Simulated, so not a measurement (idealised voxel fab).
Title: Process Module voxel lift off
We display cut, a cross-section 175 nm in width whose square cells are each 5 nm.
Notation: cross-section as square-cell grid; stated in bands, top first, going down; one or more cell rows per band.
Top, bottom (nm), then materials left to right with widths (nm); lone material tagged "full width" fills the whole band edge to edge; "empty" = empty space.
Heights are measured from 0, the level below which the as-received wafer is all one material; the lowest band has no bottom and continues downward, written as in "top 0, no bottom".
A width given as "30->40" starts at the first number in the band's top row and ends at the second number in its bottom row, shifting by an equal amount at every step from row to row.
You'll sometimes find "nothing altered" written for a step, and that's the way of saying that nowhere in the cross-section did a cell change during that step.
Empty spaces counting at least 8 cells and having no open way to the top are listed in "Cavities, sealed". The notation width x height at distance is used for each, the distance being from the left edge and all three values in nm.
Whatever follows a step's settings on its line is a remark the simulator itself makes about that step.
The setting "overlay nm" may be written on the line of a step. When the step uses a mask, the value reports how far to the right of the planned place the mask lay, and a negative value reports that it lay to the left.
This section lists the process steps that were planned
step 1: RECEIVE with material Si
step 2: CONFORMAL_DEP with material SiN, thk nm 15
step 3: PATTERN with tone open, mask id LINES, material resist, width nm 15, pitch nm 35, thk nm 25, overlay nm 0
step 4: DIRECTIONAL_DEP with material Ru, thk nm 10
step 5: STRIP with etch materials resist
step 6: CONFORMAL_DEP with material SiCN, thk nm 10
First of two wafers: run as planned
Incoming wafer in cross-section (state: after step 1)
  top 0, no bottom | Si full width
  Cavities, sealed: none
Cross-sectional representation of the wafer at the conclusion of step 2
  top 15, bottom 0 | SiN full width
  All layers under 0 are left as they were.
Cross-sectional representation of the wafer at the conclusion of step 3
  top 40, bottom 15 | 25 resist / 15 empty / 20 resist / 15 empty / 20 resist / 15 empty / 20 resist / 15 empty / 30 resist
  All layers under 15 are left as they were.
Cross-sectional representation of the wafer at the conclusion of step 4
  top 50, bottom 40 | 25 Ru / 15 empty / 20 Ru / 15 empty / 20 Ru / 15 empty / 20 Ru / 15 empty / 30 Ru
  top 40, bottom 25 | 25 resist / 15 empty / 20 resist / 15 empty / 20 resist / 15 empty / 20 resist / 15 empty / 30 resist
  top 25, bottom 15 | 25 resist / 15 Ru / 20 resist / 15 Ru / 20 resist / 15 Ru / 20 resist / 15 Ru / 30 resist
  All layers under 15 are left as they were.
Cross-sectional representation of the wafer at the conclusion of step 5
  top 25, bottom 15 | 25 empty / 15 Ru / 20 empty / 15 Ru / 20 empty / 15 Ru / 20 empty / 15 Ru / 30 empty
  All layers under 15 are left as they were.
Cross-sectional representation of the wafer at the conclusion of step 6
  top 35, bottom 25 | 15 empty / 140 SiCN / 20 empty
  top 25, bottom 15 | 25 SiCN / 15 Ru / 20 SiCN / 15 Ru / 20 SiCN / 15 Ru / 20 SiCN / 15 Ru / 30 SiCN
  All layers under 15 are left as they were.
The second wafer began exactly as the first did and followed the same plan, but one mistake was made while running it; through step 2 inclusive, the two wafers are identical
Second wafer, section view, time point: scheduled end of step 3
  top 40, bottom 15 | 35 resist / 15 empty / 20 resist / 15 empty / 20 resist / 15 empty / 20 resist / 15 empty / 20 resist
  All layers under 15 are left as they were.
Second wafer, section view, time point: scheduled end of step 4
  top 50, bottom 40 | 35 Ru / 15 empty / 20 Ru / 15 empty / 20 Ru / 15 empty / 20 Ru / 15 empty / 20 Ru
  top 40, bottom 25 | 35 resist / 15 empty / 20 resist / 15 empty / 20 resist / 15 empty / 20 resist / 15 empty / 20 resist
  top 25, bottom 15 | 35 resist / 15 Ru / 20 resist / 15 Ru / 20 resist / 15 Ru / 20 resist / 15 Ru / 20 resist
  All layers under 15 are left as they were.
Second wafer, section view, time point: scheduled end of step 5
  top 25, bottom 15 | 35 empty / 15 Ru / 20 empty / 15 Ru / 20 empty / 15 Ru / 20 empty / 15 Ru / 20 empty
  All layers under 15 are left as they were.
Second wafer, section view, time point: scheduled end of step 6
  top 35, bottom 25 | 25 empty / 140 SiCN / 10 empty
  top 25, bottom 15 | 35 SiCN / 15 Ru / 20 SiCN / 15 Ru / 20 SiCN / 15 Ru / 20 SiCN / 15 Ru / 20 SiCN
  All layers under 15 are left as they were.
So what did we get wrong on this run? step 3, actual vs plan mismatch, actual run PATTERN with tone open, mask id LINES, material resist, width nm 15, pitch nm 35, thk nm 25, overlay nm 10
At the end, the second wafer has the same number of cells of each material as the first, but those cells sit in other places.
